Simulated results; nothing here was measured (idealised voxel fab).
This is a process module. Its name is voxel capacitor over wiring.
Each square cell in cross-section cut measures 5 nm, and the section as a whole is 270 nm wide.
Cross-section, as written here: a square-cell grid given band by band from the top down, where a band holds one or more rows of cells. Band entry format. Leading values: height of top, height of bottom, nm. Remainder: materials in left-to-right order, each with its width in nm. Special words: "edge to edge" on a single material, which then fills the band edge to edge; "empty", empty space. Heights are measured from 0, the level below which the as-received wafer is all one material; the lowest band has no bottom and continues downward, written as in "top 0, no bottom". With a width like "30 to 40", each row of cells in the band differs from the next by the same amount, the top row carrying the first number and the bottom row the second. The cross-section has no changed cell in any step marked "remains unaltered". The label "Sealed void listing" introduces a list of the empty spaces, 8 cells or larger, that have no open way up to the top; each entry in it reads width x height at distance, where the distance is taken from the left edge and all three are stated in nm. It should be noted that, on the line of a given step, the content following the step's settings is a remark produced by the simulator itself with respect to that step. What "overlay nm" on a step's line means: if the step has a mask, that mask lay this far to the right of its planned place, or, when the value is negative, to the left.
[These are the steps we planned for the process]
| 1 | RECEIVE [material Si] |
| 2 | CONFORMAL_DEP [material SiO2] [thk nm 10] |
| 3 | CONFORMAL_DEP [material SiN] [thk nm 5] |
| 4 | DIRECTIONAL_DEP [material SiO2] [thk nm 20] |
| 5 | MASKED_ETCH [tone open] [mask id METAL_1] [width nm 20] [pitch nm 85] [etch materials SiO2] [depth nm 20] [overlay nm 0] |
| 6 | MASKED_ETCH [tone open] [mask id METAL_1] [width nm 20] [pitch nm 85] [etch materials SiN] [depth nm 5] [overlay nm 0] |
| 7 | CONFORMAL_DEP [material TiN] [thk nm 5] |
| 8 | FILL_DEP [material Cu] [thk nm 10] |
| 9 | CMP [height nm 35] |
| 10 | CONFORMAL_DEP [material SiCN] [thk nm 5] |
| 11 | DIRECTIONAL_DEP [material lowk] [thk nm 20] |
| 12 | DIRECTIONAL_DEP [material aC] [thk nm 15] |
| 13 | PATTERN [tone open] [mask id PLUG_1] [material resist] [width nm 15] [thk nm 35] [overlay nm 0] |
| 14 | DIRECTIONAL_ETCH [etch materials aC] [depth nm 15] |
| 15 | STRIP [etch materials resist] |
| 16 | DIRECTIONAL_ETCH [etch materials lowk] [depth nm 20] |
| 17 | DIRECTIONAL_ETCH [etch materials SiCN] [depth nm 5] |
| 18 | STRIP [etch materials aC] |
| 19 | CONFORMAL_DEP [material TiN] [thk nm 5] |
| 20 | FILL_DEP [material Ru] [thk nm 5] |
| 21 | CMP [height nm 60] |
| 22 | DIRECTIONAL_DEP [material TiN] [thk nm 10] |
| 23 | DIRECTIONAL_DEP [material HfO2] [thk nm 5] |
| 24 | DIRECTIONAL_DEP [material TiN] [thk nm 5] |
| 25 | DIRECTIONAL_DEP [material aC] [thk nm 10] |
| 26 | PATTERN [tone cover] [mask id UPPER_PLATE] [material resist] [width nm 70] [thk nm 25] [overlay nm 0] |
| 27 | DIRECTIONAL_ETCH [etch materials aC] [depth nm 10] |
| 28 | STRIP [etch materials resist] |
| 29 | DIRECTIONAL_ETCH [etch materials TiN] [depth nm 5] |
| 30 | DIRECTIONAL_ETCH [etch materials HfO2] [depth nm 5] |
| 31 | STRIP [etch materials aC] |
| 32 | DIRECTIONAL_DEP [material aC] [thk nm 15] |
| 33 | PATTERN [tone cover] [mask id LOWER_PLATE] [material resist] [width nm 80] [thk nm 30] [overlay nm 0] |
| 34 | DIRECTIONAL_ETCH [etch materials aC] [depth nm 15] |
| 35 | STRIP [etch materials resist] |
| 36 | DIRECTIONAL_ETCH [etch materials TiN] [depth nm 10] |
| 37 | STRIP [etch materials aC] |
| 38 | FILL_DEP [material SiO2] [thk nm 20] |
| 39 | CMP [height nm 95] |
| 40 | PATTERN [tone open] [mask id PLUG_2] [material resist] [width nm 15] [thk nm 15] [overlay nm 0] |
| 41 | DIRECTIONAL_ETCH [etch materials SiO2] [depth nm 15] |
| 42 | STRIP [etch materials resist] |
| 43 | CONFORMAL_DEP [material TiN] [thk nm 5] |
| 44 | FILL_DEP [material Cu] [thk nm 10] |
| 45 | CMP [height nm 95] |
| 46 | CONFORMAL_DEP [material SiCN] [thk nm 5] |
[as received, after step 1]
top 0, no bottom | Si edge to edge
Sealed void listing: none
[Look at the cross-section after the module: the wafer started out the way shown above and the plan was the one shown above, yet one mistake was made along the way]
top 100, bottom 95 | SiCN edge to edge
top 95, bottom 85 | SiO2 (95) | TiN (5) | Cu (5) | TiN (5) | SiO2 (160)
top 85, bottom 75 | SiO2 (95 to 85) | TiN (15 to 70) | SiO2 (160 to 115)
top 75, bottom 70 | SiO2 (85) | HfO2 (70) | SiO2 (115)
top 70, bottom 60 | SiO2 (80) | TiN (80) | SiO2 (110)
top 60, bottom 40 | lowk (85) | TiN (5) | Ru (5) | TiN (5) | lowk (170)
top 40, bottom 35 | SiCN (85) | TiN (15) | SiCN (170)
top 35, bottom 20 | SiO2 (80) | TiN (5) | Cu (10) | TiN (5) | SiO2 (65) | TiN (5) | Cu (10) | TiN (5) | SiO2 (85)
top 20, bottom 15 | SiO2 (80) | TiN (20) | SiO2 (65) | TiN (20) | SiO2 (85)
top 15, bottom 5 | SiO2 edge to edge
top 5, bottom 0 | SiN edge to edge
top 0, no bottom | Si edge to edge
Sealed void listing: none
What was done differently from what was planned? sequence error: steps 2 and 3 interchanged
